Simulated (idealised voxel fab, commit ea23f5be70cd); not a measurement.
process module | voxel tone inversion
cross-section cut | 140 nm wide | cells 5 nm
A cross-section is a grid of square cells, given in bands from the top down. A band is one or more rows of cells.
Each band's line starts with the height of the band's top and of its bottom, in nm. Then come its materials from left to right, each with its width in nm. One material with "throughout" fills the band from edge to edge. "air" is empty space.
Height 0 is the level under which the wafer as received is all one material. The lowest band goes on downwards, as in "0 down".
A width such as "30 to 40" changes by the same amount from each row of cells to the next, from the band's top row to its bottom row.
"no change" after a step means that no cell of the cross-section changed.
closed voids: empty space of 8 cells or more with no open way to the top, each as width x height at its distance from the left edge, in nm
after a step's settings: what the simulator itself notes on the step
overlay nm, on a step with a mask: how far to the right of its planned place the mask lay; to the left if negative
plan
1 op RECEIVE | material Si
2 op CONFORMAL_DEP | material SiCN | thk nm 5
3 op DIRECTIONAL_DEP | material aC | thk nm 20
4 op PATTERN | tone cover | mask id POSTS | material resist | width nm 25 | pitch nm 40 | thk nm 25 | overlay nm 0
5 op DIRECTIONAL_ETCH | etch materials aC | depth nm 20
6 op STRIP | etch materials resist
7 op FILL_DEP | material lowk | thk nm 10
8 op CMP | height nm 25
9 op STRIP | etch materials aC
as received, after step 1
  0 down: Si throughout
  closed voids: none
a wafer at the end: this start, this plan, one mistake
  25 to 5: lowk 20 | air 20 | lowk 20 | air 20 | lowk 20 | air 20 | lowk 20
  5 to 0: SiCN throughout
  0 down: Si throughout
  closed voids: none
what went wrong: step 4 ran as: op PATTERN | tone cover | mask id POSTS | material resist | width nm 20 | pitch nm 40 | thk nm 25 | overlay nm 0
